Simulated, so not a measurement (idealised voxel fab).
The following is a process module called voxel wiring stack.
Square cell edge 5 nm, section width 180 nm, ID cut.
Think of the cross-section as a grid of square cells. We describe it in bands, top to bottom, and each band covers one or more rows of those cells.
It is stipulated that each band's entry specify, in nanometres, the height of the top of the band and then that of its bottom, followed by the materials of the band in left-to-right sequence, each together with its width in nanometres. A single material marked by the word "all across" is understood to fill the band from edge to edge; the word "air" is understood to denote empty space.
Heights are measured from 0, the level below which the as-received wafer is all one material; the lowest band has no bottom and continues downward, written as in "top 0, no bottom".
You'd read "30->40" like this: the band's top row of cells is as wide as the first number, its bottom row is as wide as the second, and going down, every row changes width by the same amount as the row before did.
Take "no alterations made" at face value: in the step it is given for, the cross-section changed in none of its cells.
Basically, "Fully enclosed voids" tells you about the enclosed voids: empty spaces with no open way to the top, 8 cells or bigger, each written width x height at distance, where distance is from the left edge, all in nm.
Post-settings text on a step line: simulator's own remark regarding the step.
overlay nm: step with mask; distance mask lay right of planned place; negative value = left of planned place.

# The planned process steps are enumerated hereunder
1,RECEIVE, material Si
2,CONFORMAL_DEP, material SiO2, thk nm 10
3,DIRECTIONAL_DEP, material TiN, thk nm 5
4,DIRECTIONAL_DEP, material Ru, thk nm 15
5,MASKED_ETCH, tone cover, mask id METAL_1, width nm 30, pitch nm 50, etch materials Ru, depth nm 15, overlay nm 0
6,MASKED_ETCH, tone cover, mask id METAL_1, width nm 30, pitch nm 50, etch materials TiN, depth nm 5, overlay nm 0
7,CONFORMAL_DEP, material SiCN, thk nm 5
8,FILL_DEP, material SiO2, thk nm 10
9,CMP, height nm 30
10,CONFORMAL_DEP, material SiCN, thk nm 5
11,DIRECTIONAL_DEP, material SiO2, thk nm 30
12,MASKED_ETCH, tone open, mask id METAL_2_HOLES, width nm 15, pitch nm 50, etch materials SiO2, depth nm 30, overlay nm 0
13,PATTERN, tone open, mask id METAL_2, material resist, width nm 30, pitch nm 50, thk nm 20, overlay nm 0
14,DIRECTIONAL_ETCH, etch materials SiO2, depth nm 20
15,DIRECTIONAL_ETCH, etch materials SiCN, depth nm 5
16,STRIP, etch materials resist
17,CONFORMAL_DEP, material TiN, thk nm 5
18,FILL_DEP, material Ru, thk nm 5
19,CMP, height nm 65
20,CONFORMAL_DEP, material SiCN, thk nm 5
21,DIRECTIONAL_DEP, material SiO2, thk nm 25
22,PATTERN, tone open, mask id METAL_3, material resist, width nm 30, pitch nm 50, thk nm 20, overlay nm 0
23,DIRECTIONAL_ETCH, etch materials SiO2, depth nm 15
24,STRIP, etch materials resist
25,MASKED_ETCH, tone open, mask id METAL_3_HOLES, width nm 15, etch materials SiO2, depth nm 10, overlay nm 0
26,MASKED_ETCH, tone open, mask id METAL_3_HOLES, width nm 15, etch materials SiCN, depth nm 5, overlay nm 0
27,CONFORMAL_DEP, material TiN, thk nm 5
28,FILL_DEP, material Ru, thk nm 10
29,CMP, height nm 95
30,CONFORMAL_DEP, material SiCN, thk nm 5
31,DIRECTIONAL_DEP, material lowk, thk nm 35
32,MASKED_ETCH, tone open, mask id METAL_4, width nm 30, pitch nm 50, etch materials lowk, depth nm 20, overlay nm 0
33,MASKED_ETCH, tone open, mask id METAL_4_HOLES, width nm 15, pitch nm 50, etch materials lowk, depth nm 15, overlay nm 0
34,MASKED_ETCH, tone open, mask id METAL_4_HOLES, width nm 15, pitch nm 50, etch materials SiCN, depth nm 5, overlay nm 0
35,CONFORMAL_DEP, material TiN, thk nm 5
36,FILL_DEP, material Ru, thk nm 5
37,CMP, height nm 135
38,CONFORMAL_DEP, material SiCN, thk nm 5

# Received-state cross-section, reflecting completion of step 1
	top 0, no bottom = Si all across
	Fully enclosed voids: none

# Looking at the first of two wafers in cross-section at end of module - ran to plan
	top 140, bottom 135 = SiCN all across
	top 135, bottom 120 = lowk=50; TiN=5; Ru=20; TiN=5; lowk=20; TiN=5; Ru=20; TiN=5; lowk=50
	top 120, bottom 115 = lowk=50; TiN=5; Ru=5; TiN=20; lowk=20; TiN=5; Ru=5; TiN=20; lowk=50
	top 115, bottom 100 = lowk=50; TiN=5; Ru=5; TiN=5; lowk=35; TiN=5; Ru=5; TiN=5; lowk=65
	top 100, bottom 95 = SiCN=50; TiN=15; SiCN=35; TiN=15; SiCN=65
	top 95, bottom 85 = SiO2=50; TiN=5; Ru=20; TiN=5; SiO2=20; TiN=5; Ru=20; TiN=5; SiO2=50
	top 85, bottom 80 = SiO2=50; TiN=5; Ru=5; TiN=20; SiO2=20; TiN=30; SiO2=50
	top 80, bottom 70 = SiO2=50; TiN=5; Ru=5; TiN=5; SiO2=115
	top 70, bottom 65 = SiCN=50; TiN=15; SiCN=115
	top 65, bottom 50 = SiO2=50; TiN=5; Ru=20; TiN=5; SiO2=20; TiN=5; Ru=20; TiN=5; SiO2=50
	top 50, bottom 45 = SiO2=50; TiN=5; Ru=5; TiN=20; SiO2=20; TiN=5; Ru=5; TiN=20; SiO2=50
	top 45, bottom 35 = SiO2=50; TiN=5; Ru=5; TiN=5; SiO2=35; TiN=5; Ru=5; TiN=5; SiO2=65
	top 35, bottom 30 = SiCN=50; TiN=15; SiCN=35; TiN=15; SiCN=65
	top 30, bottom 15 = SiO2=45; SiCN=5; Ru=30; SiCN=5; SiO2=10; SiCN=5; Ru=30; SiCN=5; SiO2=45
	top 15, bottom 10 = SiCN=50; TiN=30; SiCN=20; TiN=30; SiCN=50
	top 10, bottom 0 = SiO2 all across
	top 0, no bottom = Si all across
	Fully enclosed voids: none

# So this is wafer number two of the two, cut at the end of the module - it started where the first did and had the same plan, we just got one thing wrong running it
	top 140, bottom 135 = SiCN all across
	top 135, bottom 120 = lowk=50; TiN=5; Ru=20; TiN=5; lowk=20; TiN=5; Ru=20; TiN=5; lowk=50
	top 120, bottom 110 = lowk=50; TiN=5; Ru=5; TiN=20->5; lowk=20->35; TiN=5; Ru=5; TiN=20->5; lowk=50->65
	top 110, bottom 105 = lowk=50; TiN=15; lowk=35; TiN=15; lowk=65
	top 105, bottom 100 = lowk all across
	top 100, bottom 95 = SiCN all across
	top 95, bottom 85 = SiO2=50; TiN=5; Ru=20; TiN=5; SiO2=20; TiN=5; Ru=20; TiN=5; SiO2=50
	top 85, bottom 80 = SiO2=50; TiN=5; Ru=5; TiN=20; SiO2=20; TiN=30; SiO2=50
	top 80, bottom 70 = SiO2=50; TiN=5; Ru=5; TiN=5; SiO2=115
	top 70, bottom 65 = SiCN=50; TiN=15; SiCN=115
	top 65, bottom 50 = SiO2=50; TiN=5; Ru=20; TiN=5; SiO2=20; TiN=5; Ru=20; TiN=5; SiO2=50
	top 50, bottom 45 = SiO2=50; TiN=5; Ru=5; TiN=20; SiO2=20; TiN=5; Ru=5; TiN=20; SiO2=50
	top 45, bottom 35 = SiO2=50; TiN=5; Ru=5; TiN=5; SiO2=35; TiN=5; Ru=5; TiN=5; SiO2=65
	top 35, bottom 30 = SiCN=50; TiN=15; SiCN=35; TiN=15; SiCN=65
	top 30, bottom 15 = SiO2=45; SiCN=5; Ru=30; SiCN=5; SiO2=10; SiCN=5; Ru=30; SiCN=5; SiO2=45
	top 15, bottom 10 = SiCN=50; TiN=30; SiCN=20; TiN=30; SiCN=50
	top 10, bottom 0 = SiO2 all across
	top 0, no bottom = Si all across
	Fully enclosed voids: none
Finding, execution versus plan: planned and actual differ for step 33; actual: MASKED_ETCH, tone open, mask id METAL_4_HOLES, width nm 15, pitch nm 50, etch materials lowk, depth nm 10, overlay nm 0
The final cell counts differ between the wafers, with the second having more or fewer of some materials than the first: Ru -4, SiCN +6, TiN -8, lowk +6
